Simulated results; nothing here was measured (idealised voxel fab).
This section sets out a process module, namely voxel capacitor over wiring.
The cross-section on display is named cut; it measures 210 nm wide, and its cells are 5 nm squares.
Format of a cross-section: grid, square cells. Given as bands. Order: top down. Band: one or more rows of cells. In this notation a band is specified by the heights of its top and bottom, in that order and in nm, after which its materials appear from left to right, each paired with its width in nm. The word "all across" attached to a single material means that material fills the band from edge to edge; the word "blank" stands for empty space. Heights are reckoned from 0. Under this level, the received wafer is all of one material. The bottommost band is open-ended downward, for example "top 0, no bottom". Read "30 to 40" as a graded width: first number on top, second number at the bottom, same change between each pair of neighbouring rows. A step reported as "no modification" is a step in which no cell of the cross-section changed. "Fully enclosed voids" specifies each empty space that is not open to the top and that occupies no fewer than 8 cells, using the form width x height at distance, the distance measured from the left edge and all three quantities in nm. If you see something after the settings on a step's line, that's the simulator's own remark about that step. overlay nm: mask right of planned place by this much (step with mask). Neg. = left.

plan:
- 1: op RECEIVE | material Si
- 2: op CONFORMAL_DEP | material SiO2 | thk nm 15
- 3: op DIRECTIONAL_DEP | material TiN | thk nm 5
- 4: op DIRECTIONAL_DEP | material W | thk nm 20
- 5: op PATTERN | tone cover | mask id METAL_1 | material resist | width nm 25 | pitch nm 85 | thk nm 15 | overlay nm 0
- 6: op DIRECTIONAL_ETCH | etch materials W | depth nm 20
- 7: op DIRECTIONAL_ETCH | etch materials TiN | depth nm 5
- 8: op STRIP | etch materials resist
- 9: op CONFORMAL_DEP | material SiN | thk nm 5
- 10: op FILL_DEP | material lowk | thk nm 5
- 11: op CMP | height nm 40
- 12: op CONFORMAL_DEP | material SiCN | thk nm 5
- 13: op DIRECTIONAL_DEP | material lowk | thk nm 15
- 14: op DIRECTIONAL_DEP | material aC | thk nm 15
- 15: op PATTERN | tone open | mask id PLUG_1 | material resist | width nm 15 | thk nm 30 | overlay nm 0
- 16: op DIRECTIONAL_ETCH | etch materials aC | depth nm 15
- 17: op STRIP | etch materials resist
- 18: op DIRECTIONAL_ETCH | etch materials lowk | depth nm 15
- 19: op DIRECTIONAL_ETCH | etch materials SiCN | depth nm 5
- 20: op STRIP | etch materials aC
- 21: op EPI | material Ru | thk nm 10
- 22: op EPI | material Ru | thk nm 10
- 23: op DIRECTIONAL_DEP | material TiN | thk nm 10
- 24: op DIRECTIONAL_DEP | material SiN | thk nm 5
- 25: op DIRECTIONAL_DEP | material TiN | thk nm 5
- 26: op PATTERN | tone cover | mask id UPPER_PLATE | material resist | width nm 65 | thk nm 15 | overlay nm 0
- 27: op DIRECTIONAL_ETCH | etch materials TiN | depth nm 5
- 28: op DIRECTIONAL_ETCH | etch materials SiN | depth nm 5
- 29: op STRIP | etch materials resist
- 30: op PATTERN | tone cover | mask id LOWER_PLATE | material resist | width nm 75 | thk nm 20 | overlay nm 0
- 31: op DIRECTIONAL_ETCH | etch materials TiN | depth nm 10
- 32: op STRIP | etch materials resist
- 33: op FILL_DEP | material SiO2 | thk nm 15
- 34: op CMP | height nm 90
- 35: op DIRECTIONAL_DEP | material aC | thk nm 10
- 36: op PATTERN | tone open | mask id PLUG_2 | material resist | width nm 15 | thk nm 30 | overlay nm 0
- 37: op DIRECTIONAL_ETCH | etch materials aC | depth nm 10
- 38: op STRIP | etch materials resist
- 39: op DIRECTIONAL_ETCH | etch materials SiO2 | depth nm 10
- 40: op STRIP | etch materials aC
- 41: op CONFORMAL_DEP | material TiN | thk nm 5
- 42: op FILL_DEP | material Ru | thk nm 10
- 43: op CMP | height nm 90
- 44: op CONFORMAL_DEP | material SiCN | thk nm 5
Every wafer here starts from the same state; it is the step 15 width nm that distinguishes them, and the value the plan gives belongs to the first wafer.

First of several wafers, received after step 1, in cross-section:
> top 0, no bottom  Si all across
> Fully enclosed voids: none

Per-wafer rows below. For each material: cells gained (+) or lost (-) since the wafer was received, as of end of module. Then: closed voids:
width nm 15; +13 Ru; +81 SiCN; +61 SiN; +316 SiO2; +58 TiN; +40 W; +229 lowk; Fully enclosed voids: none
width nm 20; +17 Ru; +80 SiCN; +61 SiN; +316 SiO2; +58 TiN; +40 W; +226 lowk; Fully enclosed voids: none
width nm 25; +21 Ru; +79 SiCN; +61 SiN; +316 SiO2; +58 TiN; +40 W; +223 lowk; Fully enclosed voids: none
width nm 30; +25 Ru; +78 SiCN; +61 SiN; +316 SiO2; +58 TiN; +40 W; +220 lowk; Fully enclosed voids: none
